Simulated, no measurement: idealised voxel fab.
Proc. module: voxel self aligned contacts
Pictured: cross-section cut, 255 nm wide, on a grid of 5 nm square cells.
In what follows, cross-sections appear as grids of square cells, described through bands that run from the top down, where every band is one or more rows of cells. The band entry comprises the height of the band's top followed by the height of its bottom, expressed in nm, and subsequently the band's materials from left to right, each stated together with its width in nm. Where a single material is marked with the word "full width", that material fills the band from edge to edge. The word "blank" represents empty space. Convention: height 0 is the level below which the wafer, as received, is all one material. The lowest band does not terminate at the bottom but continues downward, represented as "0 -> down". The width entry "30..40" should be interpreted row by row: the top row of cells in the band takes the first number, the bottom row takes the second number, and the change between adjacent rows is uniform throughout. Where a step carries "everything unchanged", the cross-section came out of it unchanged, cell for cell. Reported under the label "Completely enclosed voids" are the empty spaces having no open way to the top and comprising 8 cells or more; the notation for each is width x height at distance, in which the distance is measured from the left edge and all three values are in nm. Whatever follows a step's settings on its line is a remark the simulator itself makes about that step. "overlay nm" denotes, for a step that has a mask, the displacement of the mask to the right of its planned place, with negative values corresponding to the left. What follows is a series of pairs. Each pair shows a cross-section before one process step and the cross-section after it, and the after view is drawn only down to the lowest band that changed. Beneath each pair is the step that lies between the two, with its settings. Pairs may come from different runs of this module on the same starting wafer, so a pair continues from the one above it only where its entry headed "Before the process" says so.
BEFORE THE PROCESS
    55 -> 30 | 75 blank  30 SiN  40 blank  30 SiN  80 blank
    30 -> 5 | polySi full width
    5 -> 0 | SiO2 full width
    0 -> down | Si full width
    Completely enclosed voids: none
STATE AFTER STEP
    55 -> 30 | 75 blank  30 SiN  40 blank  30 SiN  80 blank
    30 -> 5 | 70 blank  40 polySi  30 blank  40 polySi  75 blank
    Everything under 5 stays put, no change at all.
    Completely enclosed voids: none
In between the cross-sections above, the run called for MASKED_ETCH (tone cover; mask id GATE; width nm 40; pitch nm 70; etch materials polySi; depth nm 25; overlay nm 0)
Before the process: identical to the post-step cross-section of the immediately preceding pair.
STATE AFTER STEP
    65 -> 40 | 65 blank  50 SiN  20 blank  50 SiN  70 blank
    40 -> 30 | 60 blank  60 SiN  10 blank  60 SiN  65 blank
    30 -> 15 | 60 blank  10 SiN  40 polySi  10 SiN  10 blank  10 SiN  40 polySi  10 SiN  65 blank
    15 -> 5 | 70 SiN  40 polySi  30 SiN  40 polySi  75 SiN
    Everything under 5 stays put, no change at all.
    Completely enclosed voids: none
In between the cross-sections above, the run called for CONFORMAL_DEP (material SiN; thk nm 10)
Before the process: identical to the post-step cross-section of the immediately preceding pair.
STATE AFTER STEP
    55 -> 30 | 65 blank  50 SiN  20 blank  50 SiN  70 blank
    30 -> 5 | 60 blank  10 SiN  40 polySi  10 SiN  10 blank  10 SiN  40 polySi  10 SiN  65 blank
    Everything under 5 stays put, no change at all.
    Completely enclosed voids: none
In between the cross-sections above, the run called for DIRECTIONAL_ETCH (etch materials SiN; depth nm 10)
Before the process: identical to the post-step cross-section of the immediately preceding pair.
STATE AFTER STEP
    65 -> 55 | SiO2 full width
    55 -> 30 | 65 SiO2  50 SiN  20 SiO2  50 SiN  70 SiO2
    30 -> 5 | 60 SiO2  10 SiN  40 polySi  10 SiN  10 SiO2  10 SiN  40 polySi  10 SiN  65 SiO2
    Everything under 5 stays put, no change at all.
    Completely enclosed voids: none
In between the cross-sections above, the run called for FILL_DEP (material SiO2; thk nm 10)
Before the process: identical to the post-step cross-section of the immediately preceding pair.
STATE AFTER STEP
    60 -> 55 | SiO2 full width
    Everything under 55 stays put, no change at all.
    Completely enclosed voids: none
In between the cross-sections above, the run called for CMP (height nm 60)
Before the process: identical to the post-step cross-section of the immediately preceding pair.
STATE AFTER STEP
    75 -> 60 | aC full width
    Everything under 60 stays put, no change at all.
    Completely enclosed voids: none
In between the cross-sections above, the run called for DIRECTIONAL_DEP (material aC; thk nm 15)
Before the process: identical to the post-step cross-section of the immediately preceding pair.
STATE AFTER STEP
    105 -> 75 | 100 resist  50 blank  105 resist
    Everything under 75 stays put, no change at all.
    Completely enclosed voids: none
In between the cross-sections above, the run called for PATTERN (tone open; mask id CONTACT; material resist; width nm 50; thk nm 30; overlay nm 0)
Before the process: identical to the post-step cross-section of the immediately preceding pair.
STATE AFTER STEP
    90 -> 75 | 100 resist  50 blank  105 resist
    75 -> 60 | 100 aC  50 blank  105 aC
    Everything under 60 stays put, no change at all.
    Completely enclosed voids: none
In between the cross-sections above, the run called for DIRECTIONAL_ETCH (etch materials aC; depth nm 15)
Before the process: identical to the post-step cross-section of the immediately preceding pair.
STATE AFTER STEP
    75 -> 60 | 100 aC  50 blank  105 aC
    Everything under 60 stays put, no change at all.
    Completely enclosed voids: none
In between the cross-sections above, the run called for STRIP (etch materials resist)
Before the process: identical to the post-step cross-section of the immediately preceding pair.
STATE AFTER STEP
    75 -> 60 | 100 aC  50 blank  105 aC
    60 -> 55 | 100 SiO2  50 blank  105 SiO2
    55 -> 30 | 65 SiO2  50 SiN  20 blank  50 SiN  70 SiO2
    30 -> 5 | 60 SiO2  10 SiN  40 polySi  10 SiN  10 blank  10 SiN  40 polySi  10 SiN  65 SiO2
    5 -> 0 | 120 SiO2  10 blank  125 SiO2
    Everything under 0 stays put, no change at all.
    Completely enclosed voids: none
In between the cross-sections above, the run called for DIRECTIONAL_ETCH (etch materials SiO2; depth nm 60)
Before the process: identical to the post-step cross-section of the immediately preceding pair.
STATE AFTER STEP
    60 -> 55 | 100 SiO2  50 blank  105 SiO2
    Everything under 55 stays put, no change at all.
    Completely enclosed voids: none
In between the cross-sections above, the run called for STRIP (etch materials aC)
Before the process: identical to the post-step cross-section of the immediately preceding pair.
STATE AFTER STEP
    65 -> 60 | 105 TiN  40 blank  110 TiN
    60 -> 55 | 100 SiO2  20 TiN  10 blank  20 TiN  105 SiO2
    55 -> 35 | 65 SiO2  50 SiN  5 TiN  10 blank  5 TiN  50 SiN  70 SiO2
    35 -> 30 | 65 SiO2  50 SiN  20 TiN  50 SiN  70 SiO2
    30 -> 5 | 60 SiO2  10 SiN  40 polySi  10 SiN  10 TiN  10 SiN  40 polySi  10 SiN  65 SiO2
    5 -> 0 | 120 SiO2  10 TiN  125 SiO2
    Everything under 0 stays put, no change at all.
    Completely enclosed voids: none
In between the cross-sections above, the run called for CONFORMAL_DEP (material TiN; thk nm 5)
Before the process: identical to the post-step cross-section of the immediately preceding pair.
STATE AFTER STEP
    70 -> 65 | Ru full width
    65 -> 60 | 105 TiN  40 Ru  110 TiN
    60 -> 55 | 100 SiO2  20 TiN  10 Ru  20 TiN  105 SiO2
    55 -> 35 | 65 SiO2  50 SiN  5 TiN  10 Ru  5 TiN  50 SiN  70 SiO2
    Everything under 35 stays put, no change at all.
    Completely enclosed voids: none
In between the cross-sections above, the run called for FILL_DEP (material Ru; thk nm 5)
Before the process: identical to the post-step cross-section of the immediately preceding pair.
STATE AFTER STEP
    60 -> 55 | 100 SiO2  20 TiN  10 Ru  20 TiN  105 SiO2
    Everything under 55 stays put, no change at all.
    Completely enclosed voids: none
In between the cross-sections above, the run called for CMP (height nm 60)
Before the process: identical to the post-step cross-section of the immediately preceding pair.
STATE AFTER STEP
    65 -> 60 | SiCN full width
    Everything under 60 stays put, no change at all.
    Completely enclosed voids: none
In between the cross-sections above, the run called for CONFORMAL_DEP (material SiCN; thk nm 5)
BEFORE THE PROCESS
    55 -> 30 | 75 blank  30 SiN  40 blank  30 SiN  80 blank
    30 -> 5 | polySi full width
    5 -> 0 | SiO2 full width
    0 -> down | Si full width
    Completely enclosed voids: none
STATE AFTER STEP
    55 -> 30 | 75 blank  30 SiN  40 blank  30 SiN  80 blank
    30 -> 5 | 70 blank  35 polySi  35 blank  35 polySi  80 blank
    Everything under 5 stays put, no change at all.
    Completely enclosed voids: none
In between the cross-sections above, the run called for MASKED_ETCH (tone cover; mask id GATE; width nm 30; pitch nm 70; etch materials polySi; depth nm 25; overlay nm -5)
Before the process: identical to the post-step cross-section of the immediately preceding pair.
STATE AFTER STEP
    65 -> 40 | 65 blank  50 SiN  20 blank  50 SiN  70 blank
    40 -> 30 | 60 blank  55 SiN  15 blank  55 SiN  70 blank
    30 -> 15 | 60 blank  10 SiN  35 polySi  10 SiN  15 blank  10 SiN  35 polySi  10 SiN  70 blank
    15 -> 5 | 70 SiN  35 polySi  35 SiN  35 polySi  80 SiN
    Everything under 5 stays put, no change at all.
    Completely enclosed voids: none
In between the cross-sections above, the run called for CONFORMAL_DEP (material SiN; thk nm 10)
Before the process: identical to the post-step cross-section of the immediately preceding pair.
STATE AFTER STEP
    55 -> 30 | 65 blank  50 SiN  20 blank  50 SiN  70 blank
    30 -> 5 | 60 blank  10 SiN  35 polySi  10 SiN  15 blank  10 SiN  35 polySi  10 SiN  70 blank
    Everything under 5 stays put, no change at all.
    Completely enclosed voids: none
In between the cross-sections above, the run called for DIRECTIONAL_ETCH (etch materials SiN; depth nm 10)
Before the process: identical to the post-step cross-section of the immediately preceding pair.
STATE AFTER STEP
    65 -> 55 | SiO2 full width
    55 -> 30 | 65 SiO2  50 SiN  20 SiO2  50 SiN  70 SiO2
    30 -> 5 | 60 SiO2  10 SiN  35 polySi  10 SiN  15 SiO2  10 SiN  35 polySi  10 SiN  70 SiO2
    Everything under 5 stays put, no change at all.
    Completely enclosed voids: none
In between the cross-sections above, the run called for FILL_DEP (material SiO2; thk nm 10)
Before the process: identical to the post-step cross-section of the immediately preceding pair.
STATE AFTER STEP
    60 -> 55 | SiO2 full width
    Everything under 55 stays put, no change at all.
    Completely enclosed voids: none
In between the cross-sections above, the run called for CMP (height nm 60)
Before the process: identical to the post-step cross-section of the immediately preceding pair.
STATE AFTER STEP
    75 -> 60 | aC full width
    Everything under 60 stays put, no change at all.
    Completely enclosed voids: none
In between the cross-sections above, the run called for DIRECTIONAL_DEP (material aC; thk nm 15)
Before the process: identical to the post-step cross-section of the immediately preceding pair.
STATE AFTER STEP
    105 -> 75 | 100 resist  50 blank  105 resist
    Everything under 75 stays put, no change at all.
    Completely enclosed voids: none
In between the cross-sections above, the run called for PATTERN (tone open; mask id CONTACT; material resist; width nm 50; thk nm 30; overlay nm 0)
Before the process: identical to the post-step cross-section of the immediately preceding pair.
STATE AFTER STEP
    90 -> 75 | 100 resist  50 blank  105 resist
    75 -> 60 | 100 aC  50 blank  105 aC
    Everything under 60 stays put, no change at all.
    Completely enclosed voids: none
In between the cross-sections above, the run called for DIRECTIONAL_ETCH (etch materials aC; depth nm 15)
Before the process: identical to the post-step cross-section of the immediately preceding pair.
STATE AFTER STEP
    75 -> 60 | 100 aC  50 blank  105 aC
    Everything under 60 stays put, no change at all.
    Completely enclosed voids: none
In between the cross-sections above, the run called for STRIP (etch materials resist)
Before the process: identical to the post-step cross-section of the immediately preceding pair.
STATE AFTER STEP
    75 -> 60 | 100 aC  50 blank  105 aC
    60 -> 55 | 100 SiO2  50 blank  105 SiO2
    55 -> 30 | 65 SiO2  50 SiN  20 blank  50 SiN  70 SiO2
    30 -> 5 | 60 SiO2  10 SiN  35 polySi  10 SiN  15 blank  10 SiN  35 polySi  10 SiN  70 SiO2
    5 -> 0 | 115 SiO2  15 blank  125 SiO2
    Everything under 0 stays put, no change at all.
    Completely enclosed voids: none
In between the cross-sections above, the run called for DIRECTIONAL_ETCH (etch materials SiO2; depth nm 60)
Before the process: identical to the post-step cross-section of the immediately preceding pair.
STATE AFTER STEP
    60 -> 55 | 100 SiO2  50 blank  105 SiO2
    Everything under 55 stays put, no change at all.
    Completely enclosed voids: none
In between the cross-sections above, the run called for STRIP (etch materials aC)
Before the process: identical to the post-step cross-section of the immediately preceding pair.
STATE AFTER STEP
    65 -> 60 | 105 TiN  40 blank  110 TiN
    60 -> 55 | 100 SiO2  20 TiN  10 blank  20 TiN  105 SiO2
    55 -> 35 | 65 SiO2  50 SiN  5 TiN  10 blank  5 TiN  50 SiN  70 SiO2
    35 -> 30 | 65 SiO2  50 SiN  5 TiN  5 blank  10 TiN  50 SiN  70 SiO2
    30 -> 5 | 60 SiO2  10 SiN  35 polySi  10 SiN  5 TiN  5 blank  5 TiN  10 SiN  35 polySi  10 SiN  70 SiO2
    5 -> 0 | 115 SiO2  15 TiN  125 SiO2
    Everything under 0 stays put, no change at all.
    Completely enclosed voids: none
In between the cross-sections above, the run called for CONFORMAL_DEP (material TiN; thk nm 5)
Before the process: identical to the post-step cross-section of the immediately preceding pair.
STATE AFTER STEP
    70 -> 65 | Ru full width
    65 -> 60 | 105 TiN  40 Ru  110 TiN
    60 -> 55 | 100 SiO2  20 TiN  10 Ru  20 TiN  105 SiO2
    55 -> 35 | 65 SiO2  50 SiN  5 TiN  10 Ru  5 TiN  50 SiN  70 SiO2
    35 -> 30 | 65 SiO2  50 SiN  5 TiN  5 Ru  10 TiN  50 SiN  70 SiO2
    30 -> 5 | 60 SiO2  10 SiN  35 polySi  10 SiN  5 TiN  5 Ru  5 TiN  10 SiN  35 polySi  10 SiN  70 SiO2
    Everything under 5 stays put, no change at all.
    Completely enclosed voids: none
In between the cross-sections above, the run called for FILL_DEP (material Ru; thk nm 5)
Before the process: identical to the post-step cross-section of the immediately preceding pair.
STATE AFTER STEP
    60 -> 55 | 100 SiO2  20 TiN  10 Ru  20 TiN  105 SiO2
    Everything under 55 stays put, no change at all.
    Completely enclosed voids: none
In between the cross-sections above, the run called for CMP (height nm 60)
Before the process: identical to the post-step cross-section of the immediately preceding pair.
STATE AFTER STEP
    65 -> 60 | SiCN full width
    Everything under 60 stays put, no change at all.
    Completely enclosed voids: none
In between the cross-sections above, the run called for CONFORMAL_DEP (material SiCN; thk nm 5)
BEFORE THE PROCESS
    0 -> down | Si full width
    Completely enclosed voids: none
STATE AFTER STEP
    5 -> 0 | SiN full width
    Everything under 0 stays put, no change at all.
    Completely enclosed voids: none
In between the cross-sections above, the run called for CONFORMAL_DEP (material SiN; thk nm 5)
Before the process: identical to the post-step cross-section of the immediately preceding pair.
STATE AFTER STEP
    30 -> 5 | polySi full width
    Everything under 5 stays put, no change at all.
    Completely enclosed voids: none
In between the cross-sections above, the run called for DIRECTIONAL_DEP (material polySi; thk nm 25)
Before the process: identical to the post-step cross-section of the immediately preceding pair.
STATE AFTER STEP
    55 -> 30 | SiN full width
    Everything under 30 stays put, no change at all.
    Completely enclosed voids: none
In between the cross-sections above, the run called for DIRECTIONAL_DEP (material SiN; thk nm 25)
Before the process: identical to the post-step cross-section of the immediately preceding pair.
STATE AFTER STEP
    55 -> 30 | 75 blank  30 SiN  40 blank  30 SiN  80 blank
    Everything under 30 stays put, no change at all.
    Completely enclosed voids: none
In between the cross-sections above, the run called for MASKED_ETCH (tone cover; mask id GATE; width nm 30; pitch nm 70; etch materials SiN; depth nm 25; overlay nm 0)
Before the process: identical to the post-step cross-section of the immediately preceding pair.
STATE AFTER STEP
    55 -> 30 | 75 blank  30 SiN  40 blank  30 SiN  80 blank
    30 -> 5 | 75 blank  30 polySi  40 blank  30 polySi  80 blank
    Everything under 5 stays put, no change at all.
    Completely enclosed voids: none
In between the cross-sections above, the run called for MASKED_ETCH (tone cover; mask id GATE; width nm 30; pitch nm 70; etch materials polySi; depth nm 25; overlay nm 0)
Before the process: identical to the post-step cross-section of the immediately preceding pair.
STATE AFTER STEP
    65 -> 30 | 65 blank  50 SiN  20 blank  50 SiN  70 blank
    30 -> 15 | 65 blank  10 SiN  30 polySi  10 SiN  20 blank  10 SiN  30 polySi  10 SiN  70 blank
    15 -> 5 | 75 SiN  30 polySi  40 SiN  30 polySi  80 SiN
    Everything under 5 stays put, no change at all.
    Completely enclosed voids: none
In between the cross-sections above, the run called for CONFORMAL_DEP (material SiN; thk nm 10)
Before the process: identical to the post-step cross-section of the immediately preceding pair.
STATE AFTER STEP
    55 -> 30 | 65 blank  50 SiN  20 blank  50 SiN  70 blank
    30 -> 5 | 65 blank  10 SiN  30 polySi  10 SiN  20 blank  10 SiN  30 polySi  10 SiN  70 blank
    Everything under 5 stays put, no change at all.
    Completely enclosed voids: none
In between the cross-sections above, the run called for DIRECTIONAL_ETCH (etch materials SiN; depth nm 10)
Before the process: identical to the post-step cross-section of the immediately preceding pair.
STATE AFTER STEP
    65 -> 55 | SiO2 full width
    55 -> 30 | 65 SiO2  50 SiN  20 SiO2  50 SiN  70 SiO2
    30 -> 5 | 65 SiO2  10 SiN  30 polySi  10 SiN  20 SiO2  10 SiN  30 polySi  10 SiN  70 SiO2
    Everything under 5 stays put, no change at all.
    Completely enclosed voids: none
In between the cross-sections above, the run called for FILL_DEP (material SiO2; thk nm 10)
Before the process: identical to the post-step cross-section of the immediately preceding pair.
STATE AFTER STEP
    60 -> 55 | SiO2 full width
    Everything under 55 stays put, no change at all.
    Completely enclosed voids: none
In between the cross-sections above, the run called for CMP (height nm 60)
Before the process: identical to the post-step cross-section of the immediately preceding pair.
STATE AFTER STEP
    75 -> 60 | aC full width
    Everything under 60 stays put, no change at all.
    Completely enclosed voids: none
In between the cross-sections above, the run called for DIRECTIONAL_DEP (material aC; thk nm 15)
Before the process: identical to the post-step cross-section of the immediately preceding pair.
STATE AFTER STEP
    105 -> 75 | 100 resist  50 blank  105 resist
    Everything under 75 stays put, no change at all.
    Completely enclosed voids: none
In between the cross-sections above, the run called for PATTERN (tone open; mask id CONTACT; material resist; width nm 50; thk nm 30; overlay nm 0)
Before the process: identical to the post-step cross-section of the immediately preceding pair.
STATE AFTER STEP
    90 -> 75 | 100 resist  50 blank  105 resist
    75 -> 60 | 100 aC  50 blank  105 aC
    Everything under 60 stays put, no change at all.
    Completely enclosed voids: none
In between the cross-sections above, the run called for DIRECTIONAL_ETCH (etch materials aC; depth nm 15)
Before the process: identical to the post-step cross-section of the immediately preceding pair.
STATE AFTER STEP
    75 -> 60 | 100 aC  50 blank  105 aC
    Everything under 60 stays put, no change at all.
    Completely enclosed voids: none
In between the cross-sections above, the run called for STRIP (etch materials resist)
Before the process: identical to the post-step cross-section of the immediately preceding pair.
STATE AFTER STEP
    75 -> 60 | 100 aC  50 blank  105 aC
    60 -> 55 | 100 SiO2  50 blank  105 SiO2
    55 -> 30 | 65 SiO2  50 SiN  20 blank  50 SiN  70 SiO2
    30 -> 5 | 65 SiO2  10 SiN  30 polySi  10 SiN  20 blank  10 SiN  30 polySi  10 SiN  70 SiO2
    Everything under 5 stays put, no change at all.
    Completely enclosed voids: none
In between the cross-sections above, the run called for DIRECTIONAL_ETCH (etch materials SiO2; depth nm 60)
Before the process: identical to the post-step cross-section of the immediately preceding pair.
STATE AFTER STEP
    60 -> 55 | 100 SiO2  50 blank  105 SiO2
    Everything under 55 stays put, no change at all.
    Completely enclosed voids: none
In between the cross-sections above, the run called for STRIP (etch materials aC)
Before the process: identical to the post-step cross-section of the immediately preceding pair.
STATE AFTER STEP
    65 -> 60 | 105 TiN  40 blank  110 TiN
    60 -> 55 | 100 SiO2  20 TiN  10 blank  20 TiN  105 SiO2
    55 -> 30 | 65 SiO2  50 SiN  5 TiN  10 blank  5 TiN  50 SiN  70 SiO2
    30 -> 10 | 65 SiO2  10 SiN  30 polySi  10 SiN  5 TiN  10 blank  5 TiN  10 SiN  30 polySi  10 SiN  70 SiO2
    10 -> 5 | 65 SiO2  10 SiN  30 polySi  10 SiN  20 TiN  10 SiN  30 polySi  10 SiN  70 SiO2
    Everything under 5 stays put, no change at all.
    Completely enclosed voids: none
In between the cross-sections above, the run called for CONFORMAL_DEP (material TiN; thk nm 5)
Before the process: identical to the post-step cross-section of the immediately preceding pair.
STATE AFTER STEP
    70 -> 65 | Ru full width
    65 -> 60 | 105 TiN  40 Ru  110 TiN
    60 -> 55 | 100 SiO2  20 TiN  10 Ru  20 TiN  105 SiO2
    55 -> 30 | 65 SiO2  50 SiN  5 TiN  10 Ru  5 TiN  50 SiN  70 SiO2
    30 -> 10 | 65 SiO2  10 SiN  30 polySi  10 SiN  5 TiN  10 Ru  5 TiN  10 SiN  30 polySi  10 SiN  70 SiO2
    Everything under 10 stays put, no change at all.
    Completely enclosed voids: none
In between the cross-sections above, the run called for FILL_DEP (material Ru; thk nm 5)
Before the process: identical to the post-step cross-section of the immediately preceding pair.
STATE AFTER STEP
    60 -> 55 | 100 SiO2  20 TiN  10 Ru  20 TiN  105 SiO2
    Everything under 55 stays put, no change at all.
    Completely enclosed voids: none
In between the cross-sections above, the run called for CMP (height nm 60)
Before the process: identical to the post-step cross-section of the immediately preceding pair.
STATE AFTER STEP
    65 -> 60 | SiCN full width
    Everything under 60 stays put, no change at all.
    Completely enclosed voids: none
In between the cross-sections above, the run called for CONFORMAL_DEP (material SiCN; thk nm 5)
BEFORE THE PROCESS
    75 -> 60 | aC full width
    60 -> 55 | SiO2 full width
    55 -> 30 | 65 SiO2  50 SiN  20 SiO2  50 SiN  70 SiO2
    30 -> 5 | 65 SiO2  10 SiN  30 polySi  10 SiN  20 SiO2  10 SiN  30 polySi  10 SiN  70 SiO2
    5 -> 0 | SiO2 full width
    0 -> down | Si full width
    Completely enclosed voids: none
STATE AFTER STEP
    105 -> 75 | 100 blank  50 resist  105 blank
    Everything under 75 stays put, no change at all.
    Completely enclosed voids: none
In between the cross-sections above, the run called for PATTERN (tone cover; mask id CONTACT; material resist; width nm 50; thk nm 30; overlay nm 0)
Before the process: identical to the post-step cross-section of the immediately preceding pair.
STATE AFTER STEP
    90 -> 75 | 100 blank  50 resist  105 blank
    75 -> 60 | 100 blank  50 aC  105 blank
    Everything under 60 stays put, no change at all.
    Completely enclosed voids: none
In between the cross-sections above, the run called for DIRECTIONAL_ETCH (etch materials aC; depth nm 15)
Before the process: identical to the post-step cross-section of the immediately preceding pair.
STATE AFTER STEP
    75 -> 60 | 100 blank  50 aC  105 blank
    Everything under 60 stays put, no change at all.
    Completely enclosed voids: none
In between the cross-sections above, the run called for STRIP (etch materials resist)
Before the process: identical to the post-step cross-section of the immediately preceding pair.
STATE AFTER STEP
    75 -> 60 | 100 blank  50 aC  105 blank
    60 -> 55 | 100 blank  50 SiO2  105 blank
    55 -> 30 | 65 blank  50 SiN  20 SiO2  50 SiN  70 blank
    30 -> 5 | 65 blank  10 SiN  30 polySi  10 SiN  20 SiO2  10 SiN  30 polySi  10 SiN  70 blank
    5 -> 0 | 65 blank  120 SiO2  70 blank
    Everything under 0 stays put, no change at all.
    Completely enclosed voids: none
In between the cross-sections above, the run called for DIRECTIONAL_ETCH (etch materials SiO2; depth nm 60)
Before the process: identical to the post-step cross-section of the immediately preceding pair.
STATE AFTER STEP
    60 -> 55 | 100 blank  50 SiO2  105 blank
    Everything under 55 stays put, no change at all.
    Completely enclosed voids: none
In between the cross-sections above, the run called for STRIP (etch materials aC)
Before the process: identical to the post-step cross-section of the immediately preceding pair.
STATE AFTER STEP
    65 -> 60 | 95 blank  60 TiN  100 blank
    60 -> 55 | 60 blank  40 TiN  50 SiO2  40 TiN  65 blank
    55 -> 30 | 60 blank  5 TiN  50 SiN  20 SiO2  50 SiN  5 TiN  65 blank
    30 -> 5 | 60 blank  5 TiN  10 SiN  30 polySi  10 SiN  20 SiO2  10 SiN  30 polySi  10 SiN  5 TiN  65 blank
    5 -> 0 | 65 TiN  120 SiO2  70 TiN
    Everything under 0 stays put, no change at all.
    Completely enclosed voids: none
In between the cross-sections above, the run called for CONFORMAL_DEP (material TiN; thk nm 5)
Before the process: identical to the post-step cross-section of the immediately preceding pair.
STATE AFTER STEP
    70 -> 65 | Ru full width
    65 -> 60 | 95 Ru  60 TiN  100 Ru
    60 -> 55 | 60 Ru  40 TiN  50 SiO2  40 TiN  65 Ru
    55 -> 30 | 60 Ru  5 TiN  50 SiN  20 SiO2  50 SiN  5 TiN  65 Ru
    30 -> 5 | 60 Ru  5 TiN  10 SiN  30 polySi  10 SiN  20 SiO2  10 SiN  30 polySi  10 SiN  5 TiN  65 Ru
    Everything under 5 stays put, no change at all.
    Completely enclosed voids: none
In between the cross-sections above, the run called for FILL_DEP (material Ru; thk nm 5)
Before the process: identical to the post-step cross-section of the immediately preceding pair.
STATE AFTER STEP
    60 -> 55 | 60 Ru  40 TiN  50 SiO2  40 TiN  65 Ru
    Everything under 55 stays put, no change at all.
    Completely enclosed voids: none
In between the cross-sections above, the run called for CMP (height nm 60)
Before the process: identical to the post-step cross-section of the immediately preceding pair.
STATE AFTER STEP
    65 -> 60 | SiCN full width
    Everything under 60 stays put, no change at all.
    Completely enclosed voids: none
In between the cross-sections above, the run called for CONFORMAL_DEP (material SiCN; thk nm 5)
